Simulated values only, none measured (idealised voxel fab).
process module | voxel spacer lines
cross-section cut | 180 nm wide | cells 5 nm
A cross-section is a grid of square cells, given in bands from the top down. A band is one or more rows of cells.
Each band's line starts with the height of the band's top and of its bottom, in nm. Then come its materials from left to right, each with its width in nm. One material with "throughout" fills the band from edge to edge. "air" is empty space.
Height 0 is the level under which the wafer as received is all one material. The lowest band goes on downwards, as in "0 down".
A width such as "30 to 40" changes by the same amount from each row of cells to the next, from the band's top row to its bottom row.
"no change" after a step means that no cell of the cross-section changed.
closed voids: empty space of 8 cells or more with no open way to the top, each as width x height at its distance from the left edge, in nm
after a step's settings: what the simulator itself notes on the step
overlay nm, on a step with a mask: how far to the right of its planned place the mask lay; to the left if negative
plan
1 op RECEIVE | material Si
2 op CONFORMAL_DEP | material Al2O3 | thk nm 5
3 op DIRECTIONAL_DEP | material polySi | thk nm 15
4 op DIRECTIONAL_DEP | material aC | thk nm 20
5 op PATTERN | tone cover | mask id MANDREL | material resist | width nm 20 | pitch nm 60 | thk nm 25 | overlay nm -15
6 op DIRECTIONAL_ETCH | etch materials aC | depth nm 20
7 op STRIP | etch materials resist
8 op CONFORMAL_DEP | material SiO2 | thk nm 10
9 op DIRECTIONAL_ETCH | etch materials SiO2 | depth nm 10
10 op STRIP | etch materials aC
11 op DIRECTIONAL_ETCH | etch materials polySi | depth nm 15
12 op STRIP | etch materials SiO2
varied across the wafers: overlay nm of step 5. The plan shows the first wafer's value. All wafers start alike
first wafer as received, after step 1
  0 down: Si throughout
  closed voids: none
each wafer at the end: cells of each material gained (+) or lost (-) since it was received, then its closed voids
overlay nm -15 | +36 Al2O3 | +24 polySi | closed voids: none
overlay nm -10 | +36 Al2O3 | +24 polySi | closed voids: none
overlay nm -5 | +36 Al2O3 | +24 polySi | closed voids: none
overlay nm 0 | +36 Al2O3 | +24 polySi | closed voids: none
overlay nm 5 | +36 Al2O3 | +24 polySi | closed voids: none
overlay nm 10 | +36 Al2O3 | +24 polySi | closed voids: none
overlay nm 15 | +36 Al2O3 | +24 polySi | closed voids: none
